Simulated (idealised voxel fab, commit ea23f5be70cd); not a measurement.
Documented hereafter: the process module known as voxel ribs on slabs.
This is section cut - it's 225 nm across, gridded in 5 nm square cells.
Cross-section layout: square cells on a grid; listed as bands, top to bottom; a band spans one or more cell rows. Per band: top height and bottom height in nm, followed by the left-to-right materials and their widths in nm; "throughout" marks a single material spanning edge to edge, "empty" marks empty space. A quick word on heights: they are counted from 0, and under that level the wafer as it came to us is one material throughout. The lowest band is different from the rest in having no bottom; it simply continues downward, written as in "z 0 and below". A width given as "30..40" starts at the first number in the band's top row and ends at the second number in its bottom row, shifting by an equal amount at every step from row to row. Reading "no alterations made" for a step: not a cell of the cross-section changed in it. Enclosed voids (no open way to top), threshold 8 cells or more, entry "Closed internal cavities", notation width x height at distance, distance from left edge, nm. What comes after the settings on a step's line is commentary from the simulator itself on that step. "overlay nm", when on a step's line for a step with a mask, measures how far to the right of its planned place the mask lay; a negative measure means to the left.
-- Here's what the planned process steps look like
step 1: RECEIVE, material Si
step 2: DIRECTIONAL_DEP, material SiO2, thk nm 25
step 3: DIRECTIONAL_DEP, material SiN, thk nm 20
step 4: MASKED_ETCH, tone cover, mask id RIB, width nm 30, etch materials SiN, depth nm 10, overlay nm 0
step 5: PATTERN, tone cover, mask id SLAB, material resist, width nm 80, thk nm 20, overlay nm 0
step 6: DIRECTIONAL_ETCH, etch materials SiN, depth nm 10
step 7: STRIP, etch materials resist
step 8: FILL_DEP, material SiO2, thk nm 20
step 9: CMP, height nm 60
step 10: DIRECTIONAL_DEP, material W, thk nm 10
step 11: DIRECTIONAL_DEP, material aC, thk nm 15
step 12: PATTERN, tone cover, mask id HEATER, material resist, width nm 40, thk nm 30, overlay nm 0
step 13: DIRECTIONAL_ETCH, etch materials aC, depth nm 15
step 14: STRIP, etch materials resist
step 15: DIRECTIONAL_ETCH, etch materials W, depth nm 10
step 16: STRIP, etch materials aC
step 17: CONFORMAL_DEP, material SiN, thk nm 5
-- Incoming wafer, cross-sectional view, post step 1
- z 0 and below: Si throughout
- Closed internal cavities: none
-- First of two wafers: cross-section at end of module, run per plan
- z 75 to 70: empty: 85 / SiN: 50 / empty: 90
- z 70 to 65: empty: 85 / SiN: 5 / W: 40 / SiN: 5 / empty: 90
- z 65 to 60: SiN: 90 / W: 40 / SiN: 95
- z 60 to 45: SiO2 throughout
- z 45 to 35: SiO2: 95 / SiN: 30 / SiO2: 100
- z 35 to 25: SiO2: 70 / SiN: 80 / SiO2: 75
- z 25 to 0: SiO2 throughout
- z 0 and below: Si throughout
- Closed internal cavities: none
-- Module end: cross-section of wafer two of two. Same start and process plan as the first wafer. One mistake during execution
- z 75 to 70: empty: 85 / SiN: 50 / empty: 90
- z 70 to 65: SiN: 90 / W: 40 / SiN: 95
- z 65 to 60: W throughout
- z 60 to 45: SiO2 throughout
- z 45 to 35: SiO2: 95 / SiN: 30 / SiO2: 100
- z 35 to 25: SiO2: 70 / SiN: 80 / SiO2: 75
- z 25 to 0: SiO2 throughout
- z 0 and below: Si throughout
- Closed internal cavities: none
Here's what went sideways: step 15 was processed under conditions differing from the plan, specifically as DIRECTIONAL_ETCH, etch materials W, depth nm 5
The second wafer ends with more or fewer cells of some materials than the first, per final count: SiN -2 | W +37
